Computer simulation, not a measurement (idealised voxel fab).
You're looking at the process module voxel spacer lines.
Square cell edge 5 nm, section width 220 nm, ID cut.
Heads up, the way a cross-section reads in here is a grid of square cells, handed over as bands from the top down, with every band being one or more rows of cells.
Top height, bottom height, nm. Materials left to right, width each, nm. Single material + "full width" = fills band edge to edge. "empty" = empty.
Heights are reckoned from 0. Under this level, the received wafer is all of one material. The bottommost band is open-ended downward, for example "z 0 and below".
A two-number width, for instance "30->40", indicates that the width is equal to the first number in the top row of the band and to the second number in the bottom row, and that it changes by a constant amount per row of cells.
Any step labelled "remains unaltered" changed none of the cells in the cross-section.
"Enclosed internal cavities" enumerates empty spaces isolated from the top, with no open way to it, that contain at least 8 cells, giving each as width x height at distance from the left edge, all three in nm.
Text after the settings on a step's line: the simulator's own remark on that step.
The optional step-line setting "overlay nm" applies to steps with a mask and quantifies how far to the right of its planned location the mask lay, a negative value indicating leftward placement.
**List of planned process steps**
| 1 | RECEIVE,material Si |
| 2 | CONFORMAL_DEP,material Al2O3,thk nm 10 |
| 3 | DIRECTIONAL_DEP,material TiN,thk nm 15 |
| 4 | DIRECTIONAL_DEP,material polySi,thk nm 30 |
| 5 | PATTERN,tone cover,mask id MANDREL,material resist,width nm 25,pitch nm 70,thk nm 35,overlay nm 0 |
| 6 | DIRECTIONAL_ETCH,etch materials polySi,depth nm 30 |
| 7 | STRIP,etch materials resist |
| 8 | CONFORMAL_DEP,material SiO2,thk nm 10 |
| 9 | DIRECTIONAL_ETCH,etch materials SiO2,depth nm 10 |
| 10 | STRIP,etch materials polySi |
| 11 | DIRECTIONAL_ETCH,etch materials TiN,depth nm 15 |
| 12 | STRIP,etch materials SiO2 |
| 13 | FILL_DEP,material SiO2,thk nm 5 |
| 14 | CMP,height nm 25 |
**First of the two wafers, run per plan**
**as received, after step 1**
> z 0 and below = Si full width
> Enclosed internal cavities: none
**The wafer in cross-section once step 2 is complete**
> z 10 to 0 = Al2O3 full width
> Unchanged below 0.
**The wafer in cross-section once step 3 is complete**
> z 25 to 10 = TiN full width
> Unchanged below 10.
**The wafer in cross-section once step 4 is complete**
> z 55 to 25 = polySi full width
> Unchanged below 25.
**The wafer in cross-section once step 5 is complete**
> z 90 to 55 = empty 60 nm, then resist 25 nm, then empty 45 nm, then resist 25 nm, then empty 65 nm
> Unchanged below 55.
**The wafer in cross-section once step 6 is complete**
> z 90 to 55 = empty 60 nm, then resist 25 nm, then empty 45 nm, then resist 25 nm, then empty 65 nm
> z 55 to 25 = empty 60 nm, then polySi 25 nm, then empty 45 nm, then polySi 25 nm, then empty 65 nm
> Unchanged below 25.
**The wafer in cross-section once step 7 is complete**
> z 55 to 25 = empty 60 nm, then polySi 25 nm, then empty 45 nm, then polySi 25 nm, then empty 65 nm
> Unchanged below 25.
**The wafer in cross-section once step 8 is complete**
> z 65 to 55 = empty 50 nm, then SiO2 45 nm, then empty 25 nm, then SiO2 45 nm, then empty 55 nm
> z 55 to 35 = empty 50 nm, then SiO2 10 nm, then polySi 25 nm, then SiO2 10 nm, then empty 25 nm, then SiO2 10 nm, then polySi 25 nm, then SiO2 10 nm, then empty 55 nm
> z 35 to 25 = SiO2 60 nm, then polySi 25 nm, then SiO2 45 nm, then polySi 25 nm, then SiO2 65 nm
> Unchanged below 25.
**The wafer in cross-section once step 9 is complete**
> z 55 to 25 = empty 50 nm, then SiO2 10 nm, then polySi 25 nm, then SiO2 10 nm, then empty 25 nm, then SiO2 10 nm, then polySi 25 nm, then SiO2 10 nm, then empty 55 nm
> Unchanged below 25.
**The wafer in cross-section once step 10 is complete**
> z 55 to 25 = empty 50 nm, then SiO2 10 nm, then empty 25 nm, then SiO2 10 nm, then empty 25 nm, then SiO2 10 nm, then empty 25 nm, then SiO2 10 nm, then empty 55 nm
> Unchanged below 25.
**The wafer in cross-section once step 11 is complete**
> z 55 to 25 = empty 50 nm, then SiO2 10 nm, then empty 25 nm, then SiO2 10 nm, then empty 25 nm, then SiO2 10 nm, then empty 25 nm, then SiO2 10 nm, then empty 55 nm
> z 25 to 10 = empty 50 nm, then TiN 10 nm, then empty 25 nm, then TiN 10 nm, then empty 25 nm, then TiN 10 nm, then empty 25 nm, then TiN 10 nm, then empty 55 nm
> Unchanged below 10.
**The wafer in cross-section once step 12 is complete**
> z 25 to 10 = empty 50 nm, then TiN 10 nm, then empty 25 nm, then TiN 10 nm, then empty 25 nm, then TiN 10 nm, then empty 25 nm, then TiN 10 nm, then empty 55 nm
> Unchanged below 10.
**The wafer in cross-section once step 13 is complete**
> z 30 to 25 = SiO2 full width
> z 25 to 10 = SiO2 50 nm, then TiN 10 nm, then SiO2 25 nm, then TiN 10 nm, then SiO2 25 nm, then TiN 10 nm, then SiO2 25 nm, then TiN 10 nm, then SiO2 55 nm
> Unchanged below 10.
**The wafer in cross-section once step 14 is complete**
> z 25 to 10 = SiO2 50 nm, then TiN 10 nm, then SiO2 25 nm, then TiN 10 nm, then SiO2 25 nm, then TiN 10 nm, then SiO2 25 nm, then TiN 10 nm, then SiO2 55 nm
> Unchanged below 10.
**For the second wafer, take the first wafer's start and plan, then add one mistake made in running it; everything through step 13, that step included, is shared with the first**
**The second wafer in cross-section, at the planned close of step 14**
> z 20 to 10 = SiO2 50 nm, then TiN 10 nm, then SiO2 25 nm, then TiN 10 nm, then SiO2 25 nm, then TiN 10 nm, then SiO2 25 nm, then TiN 10 nm, then SiO2 55 nm
> Unchanged below 10.
The plan and the run diverged here: step 14 ran as: CMP,height nm 20
Count the cells at the end and the second wafer has more or fewer of some materials than the first: SiO2: 36 fewer; TiN: 8 fewer
